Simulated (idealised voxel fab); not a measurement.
Proc. module: voxel fin reveal
Section cut is 280 nm wide and gridded with 5 nm square cells.
Cross-section format: a grid of square cells, given as bands from top to bottom; each band is one or more rows of cells.
A band entry consists of two parts. The first gives the height of the band's top and the height of its bottom, in nm. The rest lists the band's materials from left to right, each with its width in nm. A single material labelled with the word "everywhere" fills the band from edge to edge, and the word "empty" marks empty space.
For the purposes of this specification, 0 denotes the height below which the wafer in its as-received condition is composed wholly of one material, and the lowermost band, lacking a lower limit, extends downward without end, as expressed in "0 -> down".
With a width like "30 to 40", each row of cells in the band differs from the next by the same amount, the top row carrying the first number and the bottom row the second.
When a step is marked "remained the same", none of the cells in the cross-section changed during that step.
"Enclosed void listing" enumerates empty spaces isolated from the top, with no open way to it, that contain at least 8 cells, giving each as width x height at distance from the left edge, all three in nm.
Note: text after step settings on the step line = simulator remark on that step.
The optional step-line setting "overlay nm" applies to steps with a mask and quantifies how far to the right of its planned location the mask lay, a negative value indicating leftward placement.
Set out below are the planned steps of the process
1 RECEIVE: material Si
2 CONFORMAL_DEP: material SiN, thk nm 5
3 MASKED_ETCH: tone cover, mask id FINS, width nm 15, pitch nm 40, etch materials SiN, depth nm 5, overlay nm 0
4 MASKED_ETCH: tone cover, mask id FINS, width nm 15, pitch nm 40, etch materials Si, depth nm 35, overlay nm 0
5 OXIDIZE: depth nm 5
6 FILL_DEP: material SiO2, thk nm 15
7 CMP: height nm 5
8 SELECTIVE_ETCH: etch materials SiO2, depth nm 30
9 STRIP: etch materials SiN
As-received wafer cross-section (after step 1)
0 -> down: Si everywhere
Enclosed void listing: none
First of two wafers, end-of-module section, run followed plan
0 -> -25: empty: 95 / Si: 5 / empty: 35 / Si: 5 / empty: 35 / Si: 5 / empty: 100
-25 -> -40: SiO2: 95 / Si: 5 / SiO2: 35 / Si: 5 / SiO2: 35 / Si: 5 / SiO2: 100
-40 -> down: Si everywhere
Enclosed void listing: none
Cross-section, wafer two of two, end of module: same start and plan as wafer one, one error in execution
0 -> -25: empty: 95 / Si: 5 / empty: 35 / Si: 5 / empty: 35 / Si: 5 / empty: 100
-25 -> -75: SiO2: 95 / Si: 5 / SiO2: 35 / Si: 5 / SiO2: 35 / Si: 5 / SiO2: 100
-75 -> down: Si everywhere
Enclosed void listing: none
Here's what went sideways: the plan had its step 4 run twice
Wafer comparison, final, in cells, second relative to first, materials more or fewer: Si -371, SiO2 +371
